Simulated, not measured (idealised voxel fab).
Title: Process Module voxel capacitor over wiring
Displayed cross-section: cut, width of 295 nm, square cells sized 5 nm.
Cross-section layout: square cells on a grid; listed as bands, top to bottom; a band spans one or more cell rows.
The entry gives the band's vertical extent as a top height and a bottom height in nm, then its horizontal make-up as materials from left to right, each with a width in nm. "empty" stands for empty space; a single material marked "all across" fills the band edge to edge.
Where do heights start? At 0: under that level the wafer as delivered is made of one material only. And the lowest band has no floor; it just carries on downward, as in "0 down".
Note: "30->40" means the width goes from the first number (top row of the band) to the second number (bottom row) in equal steps per row of cells.
The designation "nothing was modified", where it is given for a processing step, indicates that no cell of the cross-section was altered in the course of that step.
"Sealed-off cavities" lists enclosed empty spaces (at least 8 cells, no open path upward to the top), each as width x height at distance from the left edge, in nm.
Formally, on a step line, whatever follows the settings is a remark that the simulator itself makes on the step.
overlay nm: where the mask lay relative to plan, measured to the right, on steps with a mask; negatives go left.
In what follows, pairs of cross-sections are presented, each taken before and after one process step, with the after cross-section shown only down to the lowest band that was altered; the step, together with its settings, is stated below the pair. The pairs may stem from different runs of this module on the same starting wafer; accordingly, a pair should be taken as continuing from the one above it solely where its entry headed "Before processing step" indicates as much.

Before processing step
60 to 40 | SiO2 all across
40 to 35 | SiCN all across
35 to 20 | SiO2=90, then SiN=5, then Ru=20, then SiN=5, then SiO2=50, then SiN=5, then Ru=20, then SiN=5, then SiO2=95
20 to 15 | SiN=95, then TiN=20, then SiN=60, then TiN=20, then SiN=100
15 to 0 | SiO2 all across
0 down | Si all across
Sealed-off cavities: none

Resulting Structure
60 to 40 | SiO2=100, then empty=15, then SiO2=180
Whatever lies below 40 is exactly as it was before.
Sealed-off cavities: none
Connecting step for the cross-sections above: MASKED_ETCH: tone open, mask id PLUG_1, width nm 15, etch materials SiO2, depth nm 20, overlay nm 0

Before processing step: unchanged from the after cross-section in the pair immediately above; refer to that figure.

Resulting Structure
60 to 40 | SiO2=100, then empty=15, then SiO2=180
40 to 35 | SiCN=100, then empty=15, then SiCN=180
Whatever lies below 35 is exactly as it was before.
Sealed-off cavities: none
Connecting step for the cross-sections above: MASKED_ETCH: tone open, mask id PLUG_1, width nm 15, etch materials SiCN, depth nm 5, overlay nm 0

Before processing step: unchanged from the after cross-section in the pair immediately above; refer to that figure.

Resulting Structure
65 to 60 | TiN=105, then empty=5, then TiN=185
60 to 40 | SiO2=100, then TiN=5, then empty=5, then TiN=5, then SiO2=180
40 to 35 | SiCN=100, then TiN=15, then SiCN=180
Whatever lies below 35 is exactly as it was before.
Sealed-off cavities: none
Connecting step for the cross-sections above: CONFORMAL_DEP: material TiN, thk nm 5

Before processing step: unchanged from the after cross-section in the pair immediately above; refer to that figure.

Resulting Structure
75 to 65 | W all across
65 to 60 | TiN=105, then W=5, then TiN=185
60 to 40 | SiO2=100, then TiN=5, then W=5, then TiN=5, then SiO2=180
Whatever lies below 40 is exactly as it was before.
Sealed-off cavities: none
Connecting step for the cross-sections above: FILL_DEP: material W, thk nm 10

Before processing step: unchanged from the after cross-section in the pair immediately above; refer to that figure.

Resulting Structure
60 to 40 | SiO2=100, then TiN=5, then W=5, then TiN=5, then SiO2=180
Whatever lies below 40 is exactly as it was before.
Sealed-off cavities: none
Connecting step for the cross-sections above: CMP: height nm 60

Before processing step: unchanged from the after cross-section in the pair immediately above; refer to that figure.

Resulting Structure
65 to 60 | TiN all across
Whatever lies below 60 is exactly as it was before.
Sealed-off cavities: none
Connecting step for the cross-sections above: DIRECTIONAL_DEP: material TiN, thk nm 5

Before processing step: unchanged from the after cross-section in the pair immediately above; refer to that figure.

Resulting Structure
70 to 65 | Al2O3 all across
Whatever lies below 65 is exactly as it was before.
Sealed-off cavities: none
Connecting step for the cross-sections above: DIRECTIONAL_DEP: material Al2O3, thk nm 5

Before processing step: unchanged from the after cross-section in the pair immediately above; refer to that figure.

Resulting Structure
75 to 70 | TiN all across
Whatever lies below 70 is exactly as it was before.
Sealed-off cavities: none
Connecting step for the cross-sections above: DIRECTIONAL_DEP: material TiN, thk nm 5

Before processing step: unchanged from the after cross-section in the pair immediately above; refer to that figure.

Resulting Structure
75 to 70 | empty=100, then TiN=65, then empty=130
Whatever lies below 70 is exactly as it was before.
Sealed-off cavities: none
Connecting step for the cross-sections above: MASKED_ETCH: tone cover, mask id UPPER_PLATE, width nm 65, etch materials TiN, depth nm 5, overlay nm 0

Before processing step: unchanged from the after cross-section in the pair immediately above; refer to that figure.

Resulting Structure
75 to 70 | empty=100, then TiN=65, then empty=130
70 to 65 | empty=100, then Al2O3=65, then empty=130
Whatever lies below 65 is exactly as it was before.
Sealed-off cavities: none
Connecting step for the cross-sections above: MASKED_ETCH: tone cover, mask id UPPER_PLATE, width nm 65, etch materials Al2O3, depth nm 5, overlay nm 0

Before processing step: unchanged from the after cross-section in the pair immediately above; refer to that figure.

Resulting Structure
95 to 75 | empty=95, then resist=75, then empty=125
75 to 70 | empty=95, then resist=5, then TiN=65, then resist=5, then empty=125
70 to 65 | empty=95, then resist=5, then Al2O3=65, then resist=5, then empty=125
Whatever lies below 65 is exactly as it was before.
Sealed-off cavities: none
Connecting step for the cross-sections above: PATTERN: tone cover, mask id LOWER_PLATE, material resist, width nm 75, thk nm 20, overlay nm 0

Before processing step: unchanged from the after cross-section in the pair immediately above; refer to that figure.

Resulting Structure
95 to 75 | empty=95, then resist=75, then empty=125
75 to 70 | empty=95, then resist=5, then TiN=65, then resist=5, then empty=125
70 to 65 | empty=95, then resist=5, then Al2O3=65, then resist=5, then empty=125
65 to 60 | empty=95, then TiN=75, then empty=125
Whatever lies below 60 is exactly as it was before.
Sealed-off cavities: none
Connecting step for the cross-sections above: DIRECTIONAL_ETCH: etch materials TiN, depth nm 5

Before processing step: unchanged from the after cross-section in the pair immediately above; refer to that figure.

Resulting Structure
75 to 70 | empty=100, then TiN=65, then empty=130
70 to 65 | empty=100, then Al2O3=65, then empty=130
Whatever lies below 65 is exactly as it was before.
Sealed-off cavities: none
Connecting step for the cross-sections above: STRIP: etch materials resist

Before processing step: unchanged from the after cross-section in the pair immediately above; refer to that figure.

Resulting Structure
95 to 75 | SiO2 all across
75 to 70 | SiO2=100, then TiN=65, then SiO2=130
70 to 65 | SiO2=100, then Al2O3=65, then SiO2=130
65 to 60 | SiO2=95, then TiN=75, then SiO2=125
Whatever lies below 60 is exactly as it was before.
Sealed-off cavities: none
Connecting step for the cross-sections above: FILL_DEP: material SiO2, thk nm 20

Before processing step: unchanged from the after cross-section in the pair immediately above; refer to that figure.

Resulting Structure
90 to 75 | SiO2 all across
Whatever lies below 75 is exactly as it was before.
Sealed-off cavities: none
Connecting step for the cross-sections above: CMP: height nm 90

Before processing step: unchanged from the after cross-section in the pair immediately above; refer to that figure.

Resulting Structure
110 to 90 | resist=110, then empty=15, then resist=170
Whatever lies below 90 is exactly as it was before.
Sealed-off cavities: none
Connecting step for the cross-sections above: PATTERN: tone open, mask id PLUG_2, material resist, width nm 15, thk nm 20, overlay nm 0

Before processing step: unchanged from the after cross-section in the pair immediately above; refer to that figure.

Resulting Structure
110 to 90 | resist=110, then empty=15, then resist=170
90 to 75 | SiO2=110, then empty=15, then SiO2=170
Whatever lies below 75 is exactly as it was before.
Sealed-off cavities: none
Connecting step for the cross-sections above: DIRECTIONAL_ETCH: etch materials SiO2, depth nm 15

Before processing step: unchanged from the after cross-section in the pair immediately above; refer to that figure.

Resulting Structure
90 to 75 | SiO2=110, then empty=15, then SiO2=170
Whatever lies below 75 is exactly as it was before.
Sealed-off cavities: none
Connecting step for the cross-sections above: STRIP: etch materials resist

Before processing step: unchanged from the after cross-section in the pair immediately above; refer to that figure.

Resulting Structure
95 to 90 | TiN=115, then empty=5, then TiN=175
90 to 80 | SiO2=110, then TiN=5, then empty=5, then TiN=5, then SiO2=170
80 to 70 | SiO2=110->100, then TiN=15->65, then SiO2=170->130
Whatever lies below 70 is exactly as it was before.
Sealed-off cavities: none
Connecting step for the cross-sections above: CONFORMAL_DEP: material TiN, thk nm 5

Before processing step: unchanged from the after cross-section in the pair immediately above; refer to that figure.

Resulting Structure
105 to 95 | Ru all across
95 to 90 | TiN=115, then Ru=5, then TiN=175
90 to 80 | SiO2=110, then TiN=5, then Ru=5, then TiN=5, then SiO2=170
Whatever lies below 80 is exactly as it was before.
Sealed-off cavities: none
Connecting step for the cross-sections above: FILL_DEP: material Ru, thk nm 10

Before processing step: unchanged from the after cross-section in the pair immediately above; refer to that figure.

Resulting Structure
90 to 80 | SiO2=110, then TiN=5, then Ru=5, then TiN=5, then SiO2=170
Whatever lies below 80 is exactly as it was before.
Sealed-off cavities: none
Connecting step for the cross-sections above: CMP: height nm 90

Before processing step: unchanged from the after cross-section in the pair immediately above; refer to that figure.

Resulting Structure
95 to 90 | SiCN all across
Whatever lies below 90 is exactly as it was before.
Sealed-off cavities: none
Connecting step for the cross-sections above: CONFORMAL_DEP: material SiCN, thk nm 5

Before processing step
35 to 15 | Ru all across
15 to 10 | TiN all across
10 to 0 | SiO2 all across
0 down | Si all across
Sealed-off cavities: none

Resulting Structure
50 to 35 | empty=95, then resist=25, then empty=55, then resist=25, then empty=95
Whatever lies below 35 is exactly as it was before.
Sealed-off cavities: none
Connecting step for the cross-sections above: PATTERN: tone cover, mask id METAL_1, material resist, width nm 25, pitch nm 80, thk nm 15, overlay nm 0

Before processing step: unchanged from the after cross-section in the pair immediately above; refer to that figure.

Resulting Structure
50 to 35 | empty=95, then resist=25, then empty=55, then resist=25, then empty=95
35 to 15 | empty=95, then Ru=25, then empty=55, then Ru=25, then empty=95
Whatever lies below 15 is exactly as it was before.
Sealed-off cavities: none
Connecting step for the cross-sections above: DIRECTIONAL_ETCH: etch materials Ru, depth nm 20

Before processing step: unchanged from the after cross-section in the pair immediately above; refer to that figure.

Resulting Structure
50 to 35 | empty=95, then resist=25, then empty=55, then resist=25, then empty=95
35 to 15 | empty=95, then Ru=25, then empty=55, then Ru=25, then empty=95
15 to 10 | empty=95, then TiN=25, then empty=55, then TiN=25, then empty=95
Whatever lies below 10 is exactly as it was before.
Sealed-off cavities: none
Connecting step for the cross-sections above: DIRECTIONAL_ETCH: etch materials TiN, depth nm 5

Before processing step: unchanged from the after cross-section in the pair immediately above; refer to that figure.

Resulting Structure
35 to 15 | empty=95, then Ru=25, then empty=55, then Ru=25, then empty=95
Whatever lies below 15 is exactly as it was before.
Sealed-off cavities: none
Connecting step for the cross-sections above: STRIP: etch materials resist

Before processing step: unchanged from the after cross-section in the pair immediately above; refer to that figure.

Resulting Structure
40 to 35 | empty=90, then SiN=35, then empty=45, then SiN=35, then empty=90
35 to 15 | empty=90, then SiN=5, then Ru=25, then SiN=5, then empty=45, then SiN=5, then Ru=25, then SiN=5, then empty=90
15 to 10 | SiN=95, then TiN=25, then SiN=55, then TiN=25, then SiN=95
Whatever lies below 10 is exactly as it was before.
Sealed-off cavities: none
Connecting step for the cross-sections above: CONFORMAL_DEP: material SiN, thk nm 5

Before processing step: unchanged from the after cross-section in the pair immediately above; refer to that figure.

Resulting Structure
50 to 40 | SiO2 all across
40 to 35 | SiO2=90, then SiN=35, then SiO2=45, then SiN=35, then SiO2=90
35 to 15 | SiO2=90, then SiN=5, then Ru=25, then SiN=5, then SiO2=45, then SiN=5, then Ru=25, then SiN=5, then SiO2=90
Whatever lies below 15 is exactly as it was before.
Sealed-off cavities: none
Connecting step for the cross-sections above: FILL_DEP: material SiO2, thk nm 10

Before processing step: unchanged from the after cross-section in the pair immediately above; refer to that figure.

Resulting Structure
35 to 15 | SiO2=90, then SiN=5, then Ru=25, then SiN=5, then SiO2=45, then SiN=5, then Ru=25, then SiN=5, then SiO2=90
Whatever lies below 15 is exactly as it was before.
Sealed-off cavities: none
Connecting step for the cross-sections above: CMP: height nm 35

Before processing step: unchanged from the after cross-section in the pair immediately above; refer to that figure.

Resulting Structure
40 to 35 | SiCN all across
Whatever lies below 35 is exactly as it was before.
Sealed-off cavities: none
Connecting step for the cross-sections above: CONFORMAL_DEP: material SiCN, thk nm 5

Before processing step: unchanged from the after cross-section in the pair immediately above; refer to that figure.

Resulting Structure
60 to 40 | SiO2 all across
Whatever lies below 40 is exactly as it was before.
Sealed-off cavities: none
Connecting step for the cross-sections above: DIRECTIONAL_DEP: material SiO2, thk nm 20

Before processing step: unchanged from the after cross-section in the pair immediately above; refer to that figure.

Resulting Structure
60 to 40 | SiO2=100, then empty=15, then SiO2=180
Whatever lies below 40 is exactly as it was before.
Sealed-off cavities: none
Connecting step for the cross-sections above: MASKED_ETCH: tone open, mask id PLUG_1, width nm 15, etch materials SiO2, depth nm 20, overlay nm 0

Before processing step: unchanged from the after cross-section in the pair immediately above; refer to that figure.

Resulting Structure
60 to 40 | SiO2=100, then empty=15, then SiO2=180
40 to 35 | SiCN=100, then empty=15, then SiCN=180
Whatever lies below 35 is exactly as it was before.
Sealed-off cavities: none
Connecting step for the cross-sections above: MASKED_ETCH: tone open, mask id PLUG_1, width nm 15, etch materials SiCN, depth nm 5, overlay nm 0

Before processing step: unchanged from the after cross-section in the pair immediately above; refer to that figure.

Resulting Structure
65 to 60 | TiN=105, then empty=5, then TiN=185
60 to 40 | SiO2=100, then TiN=5, then empty=5, then TiN=5, then SiO2=180
40 to 35 | SiCN=100, then TiN=15, then SiCN=180
Whatever lies below 35 is exactly as it was before.
Sealed-off cavities: none
Connecting step for the cross-sections above: CONFORMAL_DEP: material TiN, thk nm 5

Before processing step: unchanged from the after cross-section in the pair immediately above; refer to that figure.

Resulting Structure
75 to 65 | W all across
65 to 60 | TiN=105, then W=5, then TiN=185
60 to 40 | SiO2=100, then TiN=5, then W=5, then TiN=5, then SiO2=180
Whatever lies below 40 is exactly as it was before.
Sealed-off cavities: none
Connecting step for the cross-sections above: FILL_DEP: material W, thk nm 10

Before processing step: unchanged from the after cross-section in the pair immediately above; refer to that figure.

Resulting Structure
60 to 40 | SiO2=100, then TiN=5, then W=5, then TiN=5, then SiO2=180
Whatever lies below 40 is exactly as it was before.
Sealed-off cavities: none
Connecting step for the cross-sections above: CMP: height nm 60

Before processing step: unchanged from the after cross-section in the pair immediately above; refer to that figure.

Resulting Structure
65 to 60 | TiN all across
Whatever lies below 60 is exactly as it was before.
Sealed-off cavities: none
Connecting step for the cross-sections above: DIRECTIONAL_DEP: material TiN, thk nm 5

Before processing step: unchanged from the after cross-section in the pair immediately above; refer to that figure.

Resulting Structure
70 to 65 | Al2O3 all across
Whatever lies below 65 is exactly as it was before.
Sealed-off cavities: none
Connecting step for the cross-sections above: DIRECTIONAL_DEP: material Al2O3, thk nm 5

Before processing step: unchanged from the after cross-section in the pair immediately above; refer to that figure.

Resulting Structure
75 to 70 | TiN all across
Whatever lies below 70 is exactly as it was before.
Sealed-off cavities: none
Connecting step for the cross-sections above: DIRECTIONAL_DEP: material TiN, thk nm 5

Before processing step: unchanged from the after cross-section in the pair immediately above; refer to that figure.

Resulting Structure
75 to 70 | empty=100, then TiN=65, then empty=130
Whatever lies below 70 is exactly as it was before.
Sealed-off cavities: none
Connecting step for the cross-sections above: MASKED_ETCH: tone cover, mask id UPPER_PLATE, width nm 65, etch materials TiN, depth nm 5, overlay nm 0

Before processing step: unchanged from the after cross-section in the pair immediately above; refer to that figure.

Resulting Structure
75 to 70 | empty=100, then TiN=65, then empty=130
70 to 65 | empty=100, then Al2O3=65, then empty=130
Whatever lies below 65 is exactly as it was before.
Sealed-off cavities: none
Connecting step for the cross-sections above: MASKED_ETCH: tone cover, mask id UPPER_PLATE, width nm 65, etch materials Al2O3, depth nm 5, overlay nm 0

Before processing step: unchanged from the after cross-section in the pair immediately above; refer to that figure.

Resulting Structure
95 to 75 | empty=95, then resist=75, then empty=125
75 to 70 | empty=95, then resist=5, then TiN=65, then resist=5, then empty=125
70 to 65 | empty=95, then resist=5, then Al2O3=65, then resist=5, then empty=125
Whatever lies below 65 is exactly as it was before.
Sealed-off cavities: none
Connecting step for the cross-sections above: PATTERN: tone cover, mask id LOWER_PLATE, material resist, width nm 75, thk nm 20, overlay nm 0

Before processing step: unchanged from the after cross-section in the pair immediately above; refer to that figure.

Resulting Structure
95 to 75 | empty=95, then resist=75, then empty=125
75 to 70 | empty=95, then resist=5, then TiN=65, then resist=5, then empty=125
70 to 65 | empty=95, then resist=5, then Al2O3=65, then resist=5, then empty=125
65 to 60 | empty=95, then TiN=75, then empty=125
Whatever lies below 60 is exactly as it was before.
Sealed-off cavities: none
Connecting step for the cross-sections above: DIRECTIONAL_ETCH: etch materials TiN, depth nm 5

Before processing step: unchanged from the after cross-section in the pair immediately above; refer to that figure.

Resulting Structure
75 to 70 | empty=100, then TiN=65, then empty=130
70 to 65 | empty=100, then Al2O3=65, then empty=130
Whatever lies below 65 is exactly as it was before.
Sealed-off cavities: none
Connecting step for the cross-sections above: STRIP: etch materials resist

Before processing step: unchanged from the after cross-section in the pair immediately above; refer to that figure.

Resulting Structure
95 to 75 | SiO2 all across
75 to 70 | SiO2=100, then TiN=65, then SiO2=130
70 to 65 | SiO2=100, then Al2O3=65, then SiO2=130
65 to 60 | SiO2=95, then TiN=75, then SiO2=125
Whatever lies below 60 is exactly as it was before.
Sealed-off cavities: none
Connecting step for the cross-sections above: FILL_DEP: material SiO2, thk nm 20

Before processing step: unchanged from the after cross-section in the pair immediately above; refer to that figure.

Resulting Structure
90 to 75 | SiO2 all across
Whatever lies below 75 is exactly as it was before.
Sealed-off cavities: none
Connecting step for the cross-sections above: CMP: height nm 90

Before processing step: unchanged from the after cross-section in the pair immediately above; refer to that figure.

Resulting Structure
110 to 90 | resist=110, then empty=15, then resist=170
Whatever lies below 90 is exactly as it was before.
Sealed-off cavities: none
Connecting step for the cross-sections above: PATTERN: tone open, mask id PLUG_2, material resist, width nm 15, thk nm 20, overlay nm 0

Before processing step: unchanged from the after cross-section in the pair immediately above; refer to that figure.

Resulting Structure
110 to 90 | resist=110, then empty=15, then resist=170
90 to 75 | SiO2=110, then empty=15, then SiO2=170
Whatever lies below 75 is exactly as it was before.
Sealed-off cavities: none
Connecting step for the cross-sections above: DIRECTIONAL_ETCH: etch materials SiO2, depth nm 15

Before processing step: unchanged from the after cross-section in the pair immediately above; refer to that figure.

Resulting Structure
90 to 75 | SiO2=110, then empty=15, then SiO2=170
Whatever lies below 75 is exactly as it was before.
Sealed-off cavities: none
Connecting step for the cross-sections above: STRIP: etch materials resist

Before processing step: unchanged from the after cross-section in the pair immediately above; refer to that figure.

Resulting Structure
95 to 90 | TiN=115, then empty=5, then TiN=175
90 to 80 | SiO2=110, then TiN=5, then empty=5, then TiN=5, then SiO2=170
80 to 70 | SiO2=110->100, then TiN=15->65, then SiO2=170->130
Whatever lies below 70 is exactly as it was before.
Sealed-off cavities: none
Connecting step for the cross-sections above: CONFORMAL_DEP: material TiN, thk nm 5

Before processing step: unchanged from the after cross-section in the pair immediately above; refer to that figure.

Resulting Structure
105 to 95 | Ru all across
95 to 90 | TiN=115, then Ru=5, then TiN=175
90 to 80 | SiO2=110, then TiN=5, then Ru=5, then TiN=5, then SiO2=170
Whatever lies below 80 is exactly as it was before.
Sealed-off cavities: none
Connecting step for the cross-sections above: FILL_DEP: material Ru, thk nm 10

Before processing step: unchanged from the after cross-section in the pair immediately above; refer to that figure.

Resulting Structure
90 to 80 | SiO2=110, then TiN=5, then Ru=5, then TiN=5, then SiO2=170
Whatever lies below 80 is exactly as it was before.
Sealed-off cavities: none
Connecting step for the cross-sections above: CMP: height nm 90

Before processing step: unchanged from the after cross-section in the pair immediately above; refer to that figure.

Resulting Structure
95 to 90 | SiCN all across
Whatever lies below 90 is exactly as it was before.
Sealed-off cavities: none
Connecting step for the cross-sections above: CONFORMAL_DEP: material SiCN, thk nm 5

Before processing step
35 to 15 | Ru all across
15 to 10 | TiN all across
10 to 0 | SiO2 all across
0 down | Si all across
Sealed-off cavities: none

Resulting Structure
50 to 35 | empty=85, then resist=20, then empty=60, then resist=20, then empty=110
Whatever lies below 35 is exactly as it was before.
Sealed-off cavities: none
Connecting step for the cross-sections above: PATTERN: tone cover, mask id METAL_1, material resist, width nm 20, pitch nm 80, thk nm 15, overlay nm -10

Before processing step: unchanged from the after cross-section in the pair immediately above; refer to that figure.

Resulting Structure
50 to 35 | empty=85, then resist=20, then empty=60, then resist=20, then empty=110
35 to 15 | empty=85, then Ru=20, then empty=60, then Ru=20, then empty=110
Whatever lies below 15 is exactly as it was before.
Sealed-off cavities: none
Connecting step for the cross-sections above: DIRECTIONAL_ETCH: etch materials Ru, depth nm 20

Before processing step: unchanged from the after cross-section in the pair immediately above; refer to that figure.

Resulting Structure
50 to 35 | empty=85, then resist=20, then empty=60, then resist=20, then empty=110
35 to 15 | empty=85, then Ru=20, then empty=60, then Ru=20, then empty=110
15 to 10 | empty=85, then TiN=20, then empty=60, then TiN=20, then empty=110
Whatever lies below 10 is exactly as it was before.
Sealed-off cavities: none
Connecting step for the cross-sections above: DIRECTIONAL_ETCH: etch materials TiN, depth nm 5

Before processing step: unchanged from the after cross-section in the pair immediately above; refer to that figure.

Resulting Structure
35 to 15 | empty=85, then Ru=20, then empty=60, then Ru=20, then empty=110
Whatever lies below 15 is exactly as it was before.
Sealed-off cavities: none
Connecting step for the cross-sections above: STRIP: etch materials resist

Before processing step: unchanged from the after cross-section in the pair immediately above; refer to that figure.

Resulting Structure
40 to 35 | empty=80, then SiN=30, then empty=50, then SiN=30, then empty=105
35 to 15 | empty=80, then SiN=5, then Ru=20, then SiN=5, then empty=50, then SiN=5, then Ru=20, then SiN=5, then empty=105
15 to 10 | SiN=85, then TiN=20, then SiN=60, then TiN=20, then SiN=110
Whatever lies below 10 is exactly as it was before.
Sealed-off cavities: none
Connecting step for the cross-sections above: CONFORMAL_DEP: material SiN, thk nm 5

Before processing step: unchanged from the after cross-section in the pair immediately above; refer to that figure.

Resulting Structure
50 to 40 | SiO2 all across
40 to 35 | SiO2=80, then SiN=30, then SiO2=50, then SiN=30, then SiO2=105
35 to 15 | SiO2=80, then SiN=5, then Ru=20, then SiN=5, then SiO2=50, then SiN=5, then Ru=20, then SiN=5, then SiO2=105
Whatever lies below 15 is exactly as it was before.
Sealed-off cavities: none
Connecting step for the cross-sections above: FILL_DEP: material SiO2, thk nm 10

Before processing step: unchanged from the after cross-section in the pair immediately above; refer to that figure.

Resulting Structure
35 to 15 | SiO2=80, then SiN=5, then Ru=20, then SiN=5, then SiO2=50, then SiN=5, then Ru=20, then SiN=5, then SiO2=105
Whatever lies below 15 is exactly as it was before.
Sealed-off cavities: none
Connecting step for the cross-sections above: CMP: height nm 35

Before processing step: unchanged from the after cross-section in the pair immediately above; refer to that figure.

Resulting Structure
40 to 35 | SiCN all across
Whatever lies below 35 is exactly as it was before.
Sealed-off cavities: none
Connecting step for the cross-sections above: CONFORMAL_DEP: material SiCN, thk nm 5

Before processing step: unchanged from the after cross-section in the pair immediately above; refer to that figure.

Resulting Structure
60 to 40 | SiO2 all across
Whatever lies below 40 is exactly as it was before.
Sealed-off cavities: none
Connecting step for the cross-sections above: DIRECTIONAL_DEP: material SiO2, thk nm 20

Before processing step: unchanged from the after cross-section in the pair immediately above; refer to that figure.

Resulting Structure
60 to 40 | SiO2=100, then empty=15, then SiO2=180
Whatever lies below 40 is exactly as it was before.
Sealed-off cavities: none
Connecting step for the cross-sections above: MASKED_ETCH: tone open, mask id PLUG_1, width nm 15, etch materials SiO2, depth nm 20, overlay nm 0

Before processing step: unchanged from the after cross-section in the pair immediately above; refer to that figure.

Resulting Structure
60 to 40 | SiO2=100, then empty=15, then SiO2=180
40 to 35 | SiCN=100, then empty=15, then SiCN=180
Whatever lies below 35 is exactly as it was before.
Sealed-off cavities: none
Connecting step for the cross-sections above: MASKED_ETCH: tone open, mask id PLUG_1, width nm 15, etch materials SiCN, depth nm 5, overlay nm 0

Before processing step: unchanged from the after cross-section in the pair immediately above; refer to that figure.

Resulting Structure
65 to 60 | TiN=105, then empty=5, then TiN=185
60 to 40 | SiO2=100, then TiN=5, then empty=5, then TiN=5, then SiO2=180
40 to 35 | SiCN=100, then TiN=15, then SiCN=180
Whatever lies below 35 is exactly as it was before.
Sealed-off cavities: none
Connecting step for the cross-sections above: CONFORMAL_DEP: material TiN, thk nm 5

Before processing step: unchanged from the after cross-section in the pair immediately above; refer to that figure.

Resulting Structure
75 to 65 | W all across
65 to 60 | TiN=105, then W=5, then TiN=185
60 to 40 | SiO2=100, then TiN=5, then W=5, then TiN=5, then SiO2=180
Whatever lies below 40 is exactly as it was before.
Sealed-off cavities: none
Connecting step for the cross-sections above: FILL_DEP: material W, thk nm 10

Before processing step: unchanged from the after cross-section in the pair immediately above; refer to that figure.

Resulting Structure
60 to 40 | SiO2=100, then TiN=5, then W=5, then TiN=5, then SiO2=180
Whatever lies below 40 is exactly as it was before.
Sealed-off cavities: none
Connecting step for the cross-sections above: CMP: height nm 60

Before processing step: unchanged from the after cross-section in the pair immediately above; refer to that figure.

Resulting Structure
65 to 60 | TiN all across
Whatever lies below 60 is exactly as it was before.
Sealed-off cavities: none
Connecting step for the cross-sections above: DIRECTIONAL_DEP: material TiN, thk nm 5

Before processing step: unchanged from the after cross-section in the pair immediately above; refer to that figure.

Resulting Structure
70 to 65 | Al2O3 all across
Whatever lies below 65 is exactly as it was before.
Sealed-off cavities: none
Connecting step for the cross-sections above: DIRECTIONAL_DEP: material Al2O3, thk nm 5

Before processing step: unchanged from the after cross-section in the pair immediately above; refer to that figure.

Resulting Structure
75 to 70 | TiN all across
Whatever lies below 70 is exactly as it was before.
Sealed-off cavities: none
Connecting step for the cross-sections above: DIRECTIONAL_DEP: material TiN, thk nm 5

Before processing step: unchanged from the after cross-section in the pair immediately above; refer to that figure.

Resulting Structure
75 to 70 | empty=100, then TiN=65, then empty=130
Whatever lies below 70 is exactly as it was before.
Sealed-off cavities: none
Connecting step for the cross-sections above: MASKED_ETCH: tone cover, mask id UPPER_PLATE, width nm 65, etch materials TiN, depth nm 5, overlay nm 0

Before processing step: unchanged from the after cross-section in the pair immediately above; refer to that figure.

Resulting Structure
75 to 70 | empty=100, then TiN=65, then empty=130
70 to 65 | empty=100, then Al2O3=65, then empty=130
Whatever lies below 65 is exactly as it was before.
Sealed-off cavities: none
Connecting step for the cross-sections above: MASKED_ETCH: tone cover, mask id UPPER_PLATE, width nm 65, etch materials Al2O3, depth nm 5, overlay nm 0

Before processing step: unchanged from the after cross-section in the pair immediately above; refer to that figure.

Resulting Structure
95 to 75 | empty=95, then resist=75, then empty=125
75 to 70 | empty=95, then resist=5, then TiN=65, then resist=5, then empty=125
70 to 65 | empty=95, then resist=5, then Al2O3=65, then resist=5, then empty=125
Whatever lies below 65 is exactly as it was before.
Sealed-off cavities: none
Connecting step for the cross-sections above: PATTERN: tone cover, mask id LOWER_PLATE, material resist, width nm 75, thk nm 20, overlay nm 0

Before processing step: unchanged from the after cross-section in the pair immediately above; refer to that figure.

Resulting Structure
95 to 75 | empty=95, then resist=75, then empty=125
75 to 70 | empty=95, then resist=5, then TiN=65, then resist=5, then empty=125
70 to 65 | empty=95, then resist=5, then Al2O3=65, then resist=5, then empty=125
65 to 60 | empty=95, then TiN=75, then empty=125
Whatever lies below 60 is exactly as it was before.
Sealed-off cavities: none
Connecting step for the cross-sections above: DIRECTIONAL_ETCH: etch materials TiN, depth nm 5

Before processing step: unchanged from the after cross-section in the pair immediately above; refer to that figure.

Resulting Structure
75 to 70 | empty=100, then TiN=65, then empty=130
70 to 65 | empty=100, then Al2O3=65, then empty=130
Whatever lies below 65 is exactly as it was before.
Sealed-off cavities: none
Connecting step for the cross-sections above: STRIP: etch materials resist

Before processing step: unchanged from the after cross-section in the pair immediately above; refer to that figure.

Resulting Structure
95 to 75 | SiO2 all across
75 to 70 | SiO2=100, then TiN=65, then SiO2=130
70 to 65 | SiO2=100, then Al2O3=65, then SiO2=130
65 to 60 | SiO2=95, then TiN=75, then SiO2=125
Whatever lies below 60 is exactly as it was before.
Sealed-off cavities: none
Connecting step for the cross-sections above: FILL_DEP: material SiO2, thk nm 20

Before processing step: unchanged from the after cross-section in the pair immediately above; refer to that figure.

Resulting Structure
90 to 75 | SiO2 all across
Whatever lies below 75 is exactly as it was before.
Sealed-off cavities: none
Connecting step for the cross-sections above: CMP: height nm 90

Before processing step: unchanged from the after cross-section in the pair immediately above; refer to that figure.

Resulting Structure
110 to 90 | resist=110, then empty=15, then resist=170
Whatever lies below 90 is exactly as it was before.
Sealed-off cavities: none
Connecting step for the cross-sections above: PATTERN: tone open, mask id PLUG_2, material resist, width nm 15, thk nm 20, overlay nm 0

Before processing step: unchanged from the after cross-section in the pair immediately above; refer to that figure.

Resulting Structure
110 to 90 | resist=110, then empty=15, then resist=170
90 to 75 | SiO2=110, then empty=15, then SiO2=170
Whatever lies below 75 is exactly as it was before.
Sealed-off cavities: none
Connecting step for the cross-sections above: DIRECTIONAL_ETCH: etch materials SiO2, depth nm 15

Before processing step: unchanged from the after cross-section in the pair immediately above; refer to that figure.

Resulting Structure
90 to 75 | SiO2=110, then empty=15, then SiO2=170
Whatever lies below 75 is exactly as it was before.
Sealed-off cavities: none
Connecting step for the cross-sections above: STRIP: etch materials resist

Before processing step: unchanged from the after cross-section in the pair immediately above; refer to that figure.

Resulting Structure
95 to 90 | TiN=115, then empty=5, then TiN=175
90 to 80 | SiO2=110, then TiN=5, then empty=5, then TiN=5, then SiO2=170
80 to 70 | SiO2=110->100, then TiN=15->65, then SiO2=170->130
Whatever lies below 70 is exactly as it was before.
Sealed-off cavities: none
Connecting step for the cross-sections above: CONFORMAL_DEP: material TiN, thk nm 5

Before processing step: unchanged from the after cross-section in the pair immediately above; refer to that figure.

Resulting Structure
105 to 95 | Ru all across
95 to 90 | TiN=115, then Ru=5, then TiN=175
90 to 80 | SiO2=110, then TiN=5, then Ru=5, then TiN=5, then SiO2=170
Whatever lies below 80 is exactly as it was before.
Sealed-off cavities: none
Connecting step for the cross-sections above: FILL_DEP: material Ru, thk nm 10
